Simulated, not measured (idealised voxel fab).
The following is a process module called voxel released beams.
Cross-section cut spans 190 nm and uses square cells 5 nm in size.
Just so we're on the same page, the cross-sections are grids of square cells, and they're listed out in bands top to bottom, each band one or more rows deep. Heights first: top, then bottom, in nm. Then materials, left to right, each with a width in nm. "edge to edge" on a single material: fills the band edge to edge. "empty": empty space. Height reference: 0 = level under which incoming wafer is all one material. Lowest band: no bottom, runs on downward, e.g. "z 0 and below". So if you see something like "30..40" for the width, read it as the top row of the band sitting at the first number and the bottom row at the second, with every row in between moving by the same amount as the last. A step reported as "no change" is a step in which no cell of the cross-section changed. In "Unvented internal voids" the enclosed voids are listed, meaning empty spaces of 8 cells or larger without any opening to the top. The form is width x height at distance, distance from the left edge, units nm. Post-settings text on a step line: simulator's own remark regarding the step. The line of a step may include "overlay nm". On a step with a mask, this value is how far to the right of its planned place the mask lay. A negative value means the mask lay to the left.

**Below is the list of planned process steps**
1. RECEIVE: material Si
2. CONFORMAL_DEP: material SiN, thk nm 5
3. DIRECTIONAL_DEP: material SiO2, thk nm 20
4. PATTERN: tone open, mask id ANCHOR, material resist, width nm 35, thk nm 15, overlay nm 0
5. DIRECTIONAL_ETCH: etch materials SiO2, depth nm 20
6. STRIP: etch materials resist
7. CONFORMAL_DEP: material W, thk nm 10
8. PATTERN: tone cover, mask id BEAM, material resist, width nm 120, thk nm 15, overlay nm 0
9. DIRECTIONAL_ETCH: etch materials W, depth nm 10
10. STRIP: etch materials resist
11. STRIP: etch materials SiO2

**as received, after step 1**
z 0 and below  Si edge to edge
Unvented internal voids: none

**End state of the module in cross-section, given the above starting point and plan and one mistake in execution**
z 35 to 25  empty 25 nm; W 20 nm; empty 15 nm; W 85 nm; empty 45 nm
z 25 to 15  empty 35 nm; W 10 nm; empty 15 nm; W 10 nm; empty 120 nm
z 15 to 5  empty 35 nm; W 35 nm; empty 120 nm
z 5 to 0  SiN edge to edge
z 0 and below  Si edge to edge
Unvented internal voids: none
Here's what went sideways: step 8 deviated from plan and actually ran as PATTERN: tone cover, mask id BEAM, material resist, width nm 120, thk nm 15, overlay nm -5
